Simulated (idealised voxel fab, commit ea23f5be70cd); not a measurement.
process module | voxel gate over fins
cross-section cut | 175 nm wide | cells 5 nm
A cross-section is a grid of square cells, given in bands from the top down. A band is one or more rows of cells.
Each band's line starts with the height of the band's top and of its bottom, in nm. Then come its materials from left to right, each with its width in nm. One material with "throughout" fills the band from edge to edge. "air" is empty space.
Height 0 is the level under which the wafer as received is all one material. The lowest band goes on downwards, as in "0 down".
A width such as "30 to 40" changes by the same amount from each row of cells to the next, from the band's top row to its bottom row.
"no change" after a step means that no cell of the cross-section changed.
closed voids: empty space of 8 cells or more with no open way to the top, each as width x height at its distance from the left edge, in nm
after a step's settings: what the simulator itself notes on the step
overlay nm, on a step with a mask: how far to the right of its planned place the mask lay; to the left if negative
plan
1 op RECEIVE | material Si
2 op CONFORMAL_DEP | material SiN | thk nm 10
3 op PATTERN | tone cover | mask id FINS | material resist | width nm 15 | pitch nm 35 | thk nm 20 | overlay nm 0
4 op DIRECTIONAL_ETCH | etch materials SiN | depth nm 10
5 op DIRECTIONAL_ETCH | etch materials Si | depth nm 30
6 op STRIP | etch materials resist
7 op OXIDIZE | depth nm 5
8 op FILL_DEP | material SiO2 | thk nm 15
9 op CMP | height nm 10
10 op SELECTIVE_ETCH | etch materials SiO2 | depth nm 25
11 op STRIP | etch materials SiN
12 op CONFORMAL_DEP | material HfO2 | thk nm 5
13 op CONFORMAL_DEP | material TiN | thk nm 5
14 op CONFORMAL_DEP | material TiAl | thk nm 5
15 op CONFORMAL_DEP | material TiN | thk nm 5
16 op FILL_DEP | material W | thk nm 15
17 op CMP | height nm 30
18 op CONFORMAL_DEP | material SiCN | thk nm 10
first wafer, as planned
as received, after step 1
  0 down: Si throughout
  closed voids: none
after step 2
  10 to 0: SiN throughout
  below 0: unchanged
after step 3
  30 to 10: air 45 | resist 15 | air 20 | resist 15 | air 20 | resist 15 | air 45
  below 10: unchanged
after step 4
  30 to 10: air 45 | resist 15 | air 20 | resist 15 | air 20 | resist 15 | air 45
  10 to 0: air 45 | SiN 15 | air 20 | SiN 15 | air 20 | SiN 15 | air 45
  below 0: unchanged
after step 5
  30 to 10: air 45 | resist 15 | air 20 | resist 15 | air 20 | resist 15 | air 45
  10 to 0: air 45 | SiN 15 | air 20 | SiN 15 | air 20 | SiN 15 | air 45
  0 to -30: air 45 | Si 15 | air 20 | Si 15 | air 20 | Si 15 | air 45
  below -30: unchanged
after step 6
  10 to 0: air 45 | SiN 15 | air 20 | SiN 15 | air 20 | SiN 15 | air 45
  below 0: unchanged
after step 7
  10 to 0: air 45 | SiN 15 | air 20 | SiN 15 | air 20 | SiN 15 | air 45
  0 to -30: air 45 | SiO2 5 | Si 5 | SiO2 5 | air 20 | SiO2 5 | Si 5 | SiO2 5 | air 20 | SiO2 5 | Si 5 | SiO2 5 | air 45
  -30 to -35: SiO2 50 | Si 5 | SiO2 30 | Si 5 | SiO2 30 | Si 5 | SiO2 50
  below -35: unchanged
after step 8
  25 to 10: SiO2 throughout
  10 to 0: SiO2 45 | SiN 15 | SiO2 20 | SiN 15 | SiO2 20 | SiN 15 | SiO2 45
  0 to -35: SiO2 50 | Si 5 | SiO2 30 | Si 5 | SiO2 30 | Si 5 | SiO2 50
  below -35: unchanged
after step 9
  10 to 0: SiO2 45 | SiN 15 | SiO2 20 | SiN 15 | SiO2 20 | SiN 15 | SiO2 45
  below 0: unchanged
after step 10
  10 to 0: air 45 | SiN 15 | air 20 | SiN 15 | air 20 | SiN 15 | air 45
  0 to -15: air 50 | Si 5 | air 30 | Si 5 | air 30 | Si 5 | air 50
  below -15: unchanged
after step 11
  0 to -15: air 50 | Si 5 | air 30 | Si 5 | air 30 | Si 5 | air 50
  below -15: unchanged
after step 12
  5 to 0: air 45 | HfO2 15 | air 20 | HfO2 15 | air 20 | HfO2 15 | air 45
  0 to -10: air 45 | HfO2 5 | Si 5 | HfO2 5 | air 20 | HfO2 5 | Si 5 | HfO2 5 | air 20 | HfO2 5 | Si 5 | HfO2 5 | air 45
  -10 to -15: HfO2 50 | Si 5 | HfO2 30 | Si 5 | HfO2 30 | Si 5 | HfO2 50
  below -15: unchanged
after step 13
  10 to 5: air 40 | TiN 25 | air 10 | TiN 25 | air 10 | TiN 25 | air 40
  5 to 0: air 40 | TiN 5 | HfO2 15 | TiN 5 | air 10 | TiN 5 | HfO2 15 | TiN 5 | air 10 | TiN 5 | HfO2 15 | TiN 5 | air 40
  0 to -5: air 40 | TiN 5 | HfO2 5 | Si 5 | HfO2 5 | TiN 5 | air 10 | TiN 5 | HfO2 5 | Si 5 | HfO2 5 | TiN 5 | air 10 | TiN 5 | HfO2 5 | Si 5 | HfO2 5 | TiN 5 | air 40
  -5 to -10: TiN 45 | HfO2 5 | Si 5 | HfO2 5 | TiN 20 | HfO2 5 | Si 5 | HfO2 5 | TiN 20 | HfO2 5 | Si 5 | HfO2 5 | TiN 45
  below -10: unchanged
after step 14
  15 to 10: air 35 | TiAl 105 | air 35
  10 to 5: air 35 | TiAl 5 | TiN 25 | TiAl 10 | TiN 25 | TiAl 10 | TiN 25 | TiAl 5 | air 35
  5 to 0: air 35 | TiAl 5 | TiN 5 | HfO2 15 | TiN 5 | TiAl 10 | TiN 5 | HfO2 15 | TiN 5 | TiAl 10 | TiN 5 | HfO2 15 | TiN 5 | TiAl 5 | air 35
  0 to -5: TiAl 40 | TiN 5 | HfO2 5 | Si 5 | HfO2 5 | TiN 5 | TiAl 10 | TiN 5 | HfO2 5 | Si 5 | HfO2 5 | TiN 5 | TiAl 10 | TiN 5 | HfO2 5 | Si 5 | HfO2 5 | TiN 5 | TiAl 40
  below -5: unchanged
after step 15
  20 to 15: air 30 | TiN 115 | air 30
  15 to 10: air 30 | TiN 5 | TiAl 105 | TiN 5 | air 30
  10 to 5: air 30 | TiN 5 | TiAl 5 | TiN 25 | TiAl 10 | TiN 25 | TiAl 10 | TiN 25 | TiAl 5 | TiN 5 | air 30
  5 to 0: TiN 35 | TiAl 5 | TiN 5 | HfO2 15 | TiN 5 | TiAl 10 | TiN 5 | HfO2 15 | TiN 5 | TiAl 10 | TiN 5 | HfO2 15 | TiN 5 | TiAl 5 | TiN 35
  below 0: unchanged
after step 16
  35 to 20: W throughout
  20 to 15: W 30 | TiN 115 | W 30
  15 to 10: W 30 | TiN 5 | TiAl 105 | TiN 5 | W 30
  10 to 5: W 30 | TiN 5 | TiAl 5 | TiN 25 | TiAl 10 | TiN 25 | TiAl 10 | TiN 25 | TiAl 5 | TiN 5 | W 30
  below 5: unchanged
after step 17
  30 to 20: W throughout
  below 20: unchanged
after step 18
  40 to 30: SiCN throughout
  below 30: unchanged
second wafer: like start, like plan, one mistake. Through step 9 it matches the first wafer
when step 10 should have ended
  10 to 0: SiO2 45 | air 15 | SiO2 20 | air 15 | SiO2 20 | air 15 | SiO2 45
  below 0: unchanged
when step 11 should have ended
  0 to -15: air 50 | Si 5 | air 30 | Si 5 | air 30 | Si 5 | air 50
  -15 to -25: SiO2 20 | air 30 | Si 5 | air 30 | Si 5 | air 30 | Si 5 | air 30 | SiO2 20
  below -25: unchanged
when step 12 should have ended
  5 to 0: air 45 | HfO2 15 | air 20 | HfO2 15 | air 20 | HfO2 15 | air 45
  0 to -10: air 45 | HfO2 5 | Si 5 | HfO2 5 | air 20 | HfO2 5 | Si 5 | HfO2 5 | air 20 | HfO2 5 | Si 5 | HfO2 5 | air 45
  -10 to -15: HfO2 25 | air 20 | HfO2 5 | Si 5 | HfO2 5 | air 20 | HfO2 5 | Si 5 | HfO2 5 | air 20 | HfO2 5 | Si 5 | HfO2 5 | air 20 | HfO2 25
  -15 to -20: SiO2 20 | HfO2 5 | air 20 | HfO2 5 | Si 5 | HfO2 5 | air 20 | HfO2 5 | Si 5 | HfO2 5 | air 20 | HfO2 5 | Si 5 | HfO2 5 | air 20 | HfO2 5 | SiO2 20
  -20 to -25: SiO2 20 | HfO2 30 | Si 5 | HfO2 30 | Si 5 | HfO2 30 | Si 5 | HfO2 30 | SiO2 20
  below -25: unchanged
when step 13 should have ended
  10 to 5: air 40 | TiN 25 | air 10 | TiN 25 | air 10 | TiN 25 | air 40
  5 to 0: air 40 | TiN 5 | HfO2 15 | TiN 5 | air 10 | TiN 5 | HfO2 15 | TiN 5 | air 10 | TiN 5 | HfO2 15 | TiN 5 | air 40
  0 to -5: air 40 | TiN 5 | HfO2 5 | Si 5 | HfO2 5 | TiN 5 | air 10 | TiN 5 | HfO2 5 | Si 5 | HfO2 5 | TiN 5 | air 10 | TiN 5 | HfO2 5 | Si 5 | HfO2 5 | TiN 5 | air 40
  -5 to -10: TiN 30 | air 10 | TiN 5 | HfO2 5 | Si 5 | HfO2 5 | TiN 5 | air 10 | TiN 5 | HfO2 5 | Si 5 | HfO2 5 | TiN 5 | air 10 | TiN 5 | HfO2 5 | Si 5 | HfO2 5 | TiN 5 | air 10 | TiN 30
  -10 to -15: HfO2 25 | TiN 5 | air 10 | TiN 5 | HfO2 5 | Si 5 | HfO2 5 | TiN 5 | air 10 | TiN 5 | HfO2 5 | Si 5 | HfO2 5 | TiN 5 | air 10 | TiN 5 | HfO2 5 | Si 5 | HfO2 5 | TiN 5 | air 10 | TiN 5 | HfO2 25
  -15 to -20: SiO2 20 | HfO2 5 | TiN 20 | HfO2 5 | Si 5 | HfO2 5 | TiN 20 | HfO2 5 | Si 5 | HfO2 5 | TiN 20 | HfO2 5 | Si 5 | HfO2 5 | TiN 20 | HfO2 5 | SiO2 20
  below -20: unchanged
when step 14 should have ended
  15 to 10: air 35 | TiAl 105 | air 35
  10 to 5: air 35 | TiAl 5 | TiN 25 | TiAl 10 | TiN 25 | TiAl 10 | TiN 25 | TiAl 5 | air 35
  5 to 0: air 35 | TiAl 5 | TiN 5 | HfO2 15 | TiN 5 | TiAl 10 | TiN 5 | HfO2 15 | TiN 5 | TiAl 10 | TiN 5 | HfO2 15 | TiN 5 | TiAl 5 | air 35
  0 to -5: TiAl 40 | TiN 5 | HfO2 5 | Si 5 | HfO2 5 | TiN 5 | TiAl 10 | TiN 5 | HfO2 5 | Si 5 | HfO2 5 | TiN 5 | TiAl 10 | TiN 5 | HfO2 5 | Si 5 | HfO2 5 | TiN 5 | TiAl 40
  -5 to -10: TiN 30 | TiAl 10 | TiN 5 | HfO2 5 | Si 5 | HfO2 5 | TiN 5 | TiAl 10 | TiN 5 | HfO2 5 | Si 5 | HfO2 5 | TiN 5 | TiAl 10 | TiN 5 | HfO2 5 | Si 5 | HfO2 5 | TiN 5 | TiAl 10 | TiN 30
  -10 to -15: HfO2 25 | TiN 5 | TiAl 10 | TiN 5 | HfO2 5 | Si 5 | HfO2 5 | TiN 5 | TiAl 10 | TiN 5 | HfO2 5 | Si 5 | HfO2 5 | TiN 5 | TiAl 10 | TiN 5 | HfO2 5 | Si 5 | HfO2 5 | TiN 5 | TiAl 10 | TiN 5 | HfO2 25
  below -15: unchanged
when step 15 should have ended
  20 to 15: air 30 | TiN 115 | air 30
  15 to 10: air 30 | TiN 5 | TiAl 105 | TiN 5 | air 30
  10 to 5: air 30 | TiN 5 | TiAl 5 | TiN 25 | TiAl 10 | TiN 25 | TiAl 10 | TiN 25 | TiAl 5 | TiN 5 | air 30
  5 to 0: TiN 35 | TiAl 5 | TiN 5 | HfO2 15 | TiN 5 | TiAl 10 | TiN 5 | HfO2 15 | TiN 5 | TiAl 10 | TiN 5 | HfO2 15 | TiN 5 | TiAl 5 | TiN 35
  below 0: unchanged
when step 16 should have ended
  35 to 20: W throughout
  20 to 15: W 30 | TiN 115 | W 30
  15 to 10: W 30 | TiN 5 | TiAl 105 | TiN 5 | W 30
  10 to 5: W 30 | TiN 5 | TiAl 5 | TiN 25 | TiAl 10 | TiN 25 | TiAl 10 | TiN 25 | TiAl 5 | TiN 5 | W 30
  below 5: unchanged
when step 17 should have ended
  30 to 20: W throughout
  below 20: unchanged
when step 18 should have ended
  40 to 30: SiCN throughout
  below 30: unchanged
what went wrong: steps 10 and 11 were swapped
at the end the second wafer has, in cells: 16 more of HfO2 | 48 fewer of SiO2 | 16 more of TiAl | 16 more of TiN
